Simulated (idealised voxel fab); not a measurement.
The name of this process module is voxel trench capacitor.
The cross-section shown here is cut; it is 200 nm wide and divided into square cells measuring 5 nm on a side.
When this document writes out a cross-section, it uses a grid of square cells and lists it as bands, beginning at the top and moving down, with a band standing for one or more rows of cells. For a band, the entry starts with two heights in nm, that of the top and then that of the bottom, and carries on with the band's materials in order from left to right, each alongside its width in nm; the word "everywhere" beside a single material means it fills the band edge to edge, and "blank" means empty space. Measure heights from 0. That's the level where, below it, the as-received wafer is all one material. The lowest band is bottomless and extends downward; write it as in "0 -> down". A width such as "30..40" changes by the same amount from each row of cells to the next, from the band's top row to its bottom row. Reading "same as before" for a step: not a cell of the cross-section changed in it. Reported under the label "Closed void inventory" are the empty spaces having no open way to the top and comprising 8 cells or more; the notation for each is width x height at distance, in which the distance is measured from the left edge and all three values are in nm. Step line, after settings: the simulator's comment on this step. overlay nm: where the mask lay relative to plan, measured to the right, on steps with a mask; negatives go left.
So here's the lineup of process steps we planned
| 1 | RECEIVE | material Si |
| 2 | CONFORMAL_DEP | material SiN | thk nm 5 |
| 3 | PATTERN | tone open | mask id TRENCH | material resist | width nm 30 | pitch nm 45 | thk nm 15 | overlay nm 0 |
| 4 | DIRECTIONAL_ETCH | etch materials SiN | depth nm 5 |
| 5 | DIRECTIONAL_ETCH | etch materials Si | depth nm 35 |
| 6 | STRIP | etch materials resist |
| 7 | CONFORMAL_DEP | material Al2O3 | thk nm 5 |
| 8 | CONFORMAL_DEP | material TiN | thk nm 5 |
| 9 | FILL_DEP | material W | thk nm 5 |
| 10 | CMP | height nm 5 |
Wafer as received: cross-section following step 1
> 0 -> down = Si everywhere
> Closed void inventory: none
End state of the module in cross-section, given the above starting point and plan and one mistake in execution
> 5 -> 0 = 70 of SiN, then 5 of Al2O3, then 5 of TiN, then 10 of W, then 5 of TiN, then 5 of Al2O3, then 15 of SiN, then 5 of Al2O3, then 5 of TiN, then 10 of W, then 5 of TiN, then 5 of Al2O3, then 55 of SiN
> 0 -> -25 = 70 of Si, then 5 of Al2O3, then 5 of TiN, then 10 of W, then 5 of TiN, then 5 of Al2O3, then 15 of Si, then 5 of Al2O3, then 5 of TiN, then 10 of W, then 5 of TiN, then 5 of Al2O3, then 55 of Si
> -25 -> -30 = 70 of Si, then 5 of Al2O3, then 20 of TiN, then 5 of Al2O3, then 15 of Si, then 5 of Al2O3, then 20 of TiN, then 5 of Al2O3, then 55 of Si
> -30 -> -35 = 70 of Si, then 30 of Al2O3, then 15 of Si, then 30 of Al2O3, then 55 of Si
> -35 -> down = Si everywhere
> Closed void inventory: none
Short version of what went wrong: step 3 did not use the planned setting and instead ran as PATTERN | tone open | mask id TRENCH | material resist | width nm 30 | pitch nm 45 | thk nm 15 | overlay nm 10
